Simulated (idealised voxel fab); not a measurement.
Process module, titled voxel wiring stack
Shown is cross-section cut, with a width of 165 nm and square cells of size 5 nm.
For the purposes of this document, a cross-section shall be understood as a grid of square cells, specified as bands listed in top-to-bottom order, each band consisting of one or more rows of cells.
The entry gives the band's vertical extent as a top height and a bottom height in nm, then its horizontal make-up as materials from left to right, each with a width in nm. "empty" stands for empty space; a single material marked "all across" fills the band edge to edge.
Height 0 is the level under which the wafer as received is all one material. The lowest band goes on downwards, as in "0 nm and below".
The two numbers in a width such as "30 to 40" mark its ends across the band: the first belongs to the top row of cells, the second to the bottom row, and from each row to the next the width moves by the same amount.
Where a step carries "no alteration", the cross-section came out of it unchanged, cell for cell.
"Sealed internal voids": sealed empty spaces, 8 cells or more, no open way to top, listed width x height at distance, with distance from the left edge and width, height and distance in nm.
Where a step's line continues beyond its settings, the continuation is a remark by the simulator itself on that step.
You can add "overlay nm" to a step's line. For a step with a mask, it describes how far the mask lay to the right of its planned position, and a negative number describes a lay to the left.
## Intended process steps
1 RECEIVE: material Si
2 CONFORMAL_DEP: material SiO2, thk nm 15
3 DIRECTIONAL_DEP: material TiN, thk nm 5
4 DIRECTIONAL_DEP: material W, thk nm 15
5 PATTERN: tone cover, mask id METAL_1, material resist, width nm 30, pitch nm 50, thk nm 15, overlay nm 0
6 DIRECTIONAL_ETCH: etch materials W, depth nm 15
7 DIRECTIONAL_ETCH: etch materials TiN, depth nm 5
8 STRIP: etch materials resist
9 FILL_DEP: material lowk, thk nm 5
10 CMP: height nm 35
11 CONFORMAL_DEP: material SiCN, thk nm 5
12 DIRECTIONAL_DEP: material SiO2, thk nm 25
13 MASKED_ETCH: tone open, mask id METAL_2_HOLES, width nm 15, pitch nm 50, etch materials SiO2, depth nm 25, overlay nm 0
14 PATTERN: tone open, mask id METAL_2, material resist, width nm 30, pitch nm 50, thk nm 15, overlay nm 0
15 DIRECTIONAL_ETCH: etch materials SiO2, depth nm 15
16 DIRECTIONAL_ETCH: etch materials SiCN, depth nm 5
17 STRIP: etch materials resist
18 CONFORMAL_DEP: material TiN, thk nm 5
19 FILL_DEP: material Cu, thk nm 5
20 CMP: height nm 65
21 CONFORMAL_DEP: material SiCN, thk nm 5
22 DIRECTIONAL_DEP: material lowk, thk nm 20
23 PATTERN: tone open, mask id PLUG_2, material resist, width nm 15, pitch nm 50, thk nm 15, overlay nm 0
24 DIRECTIONAL_ETCH: etch materials lowk, depth nm 20
25 DIRECTIONAL_ETCH: etch materials SiCN, depth nm 5
26 STRIP: etch materials resist
27 EPI: material Ru, thk nm 10
28 EPI: material Ru, thk nm 10
29 EPI: material Ru, thk nm 5
30 DIRECTIONAL_DEP: material TiN, thk nm 5
31 DIRECTIONAL_DEP: material Ru, thk nm 20
32 MASKED_ETCH: tone cover, mask id METAL_3, width nm 20, pitch nm 50, etch materials Ru, depth nm 20, overlay nm 0
33 MASKED_ETCH: tone cover, mask id METAL_3, width nm 30, pitch nm 50, etch materials TiN, depth nm 5, overlay nm 0
34 FILL_DEP: material SiO2, thk nm 5
35 CMP: height nm 115
36 CONFORMAL_DEP: material SiCN, thk nm 5
Keep in mind the plan's value for the width nm of step 32 comes from the first wafer; the wafers don't share that setting, but they do share the same starting point.
## The first of several wafers in cross-section, exactly as it reached us after step 1
  0 nm and below | Si all across
  Sealed internal voids: none
## Cross-section, first of several wafers, end of module, after last step 36
  120 nm to 115 nm | SiCN all across
  115 nm to 95 nm | SiO2 (45), Ru (20), SiO2 (30), Ru (20), SiO2 (50)
  95 nm to 90 nm | SiO2 (40), TiN (30), SiO2 (20), TiN (30), SiO2 (45)
  90 nm to 70 nm | lowk (40), Ru (15), lowk (35), Ru (15), lowk (60)
  70 nm to 65 nm | SiCN (40), Ru (15), SiCN (35), Ru (15), SiCN (60)
  65 nm to 55 nm | SiO2 (40), TiN (5), Cu (20), TiN (5), SiO2 (20), TiN (5), Cu (20), TiN (5), SiO2 (45)
  55 nm to 50 nm | SiO2 (40), TiN (5), Cu (5), TiN (20), SiO2 (20), TiN (5), Cu (5), TiN (20), SiO2 (45)
  50 nm to 40 nm | SiO2 (40), TiN (5), Cu (5), TiN (5), SiO2 (35), TiN (5), Cu (5), TiN (5), SiO2 (60)
  40 nm to 35 nm | SiCN (40), TiN (15), SiCN (35), TiN (15), SiCN (60)
  35 nm to 20 nm | lowk (40), W (30), lowk (20), W (30), lowk (45)
  20 nm to 15 nm | lowk (40), TiN (30), lowk (20), TiN (30), lowk (45)
  15 nm to 0 nm | SiO2 all across
  0 nm and below | Si all across
  Sealed internal voids: none
## Here we cross-sectioned the last of the wafers once the module was done
  120 nm to 115 nm | SiCN all across
  115 nm to 95 nm | SiO2 (40), Ru (35), SiO2 (15), Ru (35), SiO2 (40)
  95 nm to 90 nm | SiO2 (40), TiN (35), SiO2 (15), TiN (35), SiO2 (40)
  90 nm to 70 nm | lowk (40), Ru (15), lowk (35), Ru (15), lowk (60)
  70 nm to 65 nm | SiCN (40), Ru (15), SiCN (35), Ru (15), SiCN (60)
  65 nm to 55 nm | SiO2 (40), TiN (5), Cu (20), TiN (5), SiO2 (20), TiN (5), Cu (20), TiN (5), SiO2 (45)
  55 nm to 50 nm | SiO2 (40), TiN (5), Cu (5), TiN (20), SiO2 (20), TiN (5), Cu (5), TiN (20), SiO2 (45)
  50 nm to 40 nm | SiO2 (40), TiN (5), Cu (5), TiN (5), SiO2 (35), TiN (5), Cu (5), TiN (5), SiO2 (60)
  40 nm to 35 nm | SiCN (40), TiN (15), SiCN (35), TiN (15), SiCN (60)
  35 nm to 20 nm | lowk (40), W (30), lowk (20), W (30), lowk (45)
  20 nm to 15 nm | lowk (40), TiN (30), lowk (20), TiN (30), lowk (45)
  15 nm to 0 nm | SiO2 all across
  0 nm and below | Si all across
  Sealed internal voids: none
## Here is how to read the rows: every wafer has a row, and it shows the wafer at the end of the module, giving for each material how many cells were gained (+) or lost (-) since the wafer was received, then listing its closed voids
width nm 20; +22 Cu; +62 Ru; +87 SiCN; +337 SiO2; +56 TiN; +36 W; +192 lowk; Sealed internal voids: none
width nm 25; +22 Cu; +70 Ru; +87 SiCN; +329 SiO2; +56 TiN; +36 W; +192 lowk; Sealed internal voids: none
width nm 30; +22 Cu; +78 Ru; +87 SiCN; +321 SiO2; +56 TiN; +36 W; +192 lowk; Sealed internal voids: none
width nm 35; +22 Cu; +86 Ru; +87 SiCN; +311 SiO2; +58 TiN; +36 W; +192 lowk; Sealed internal voids: none
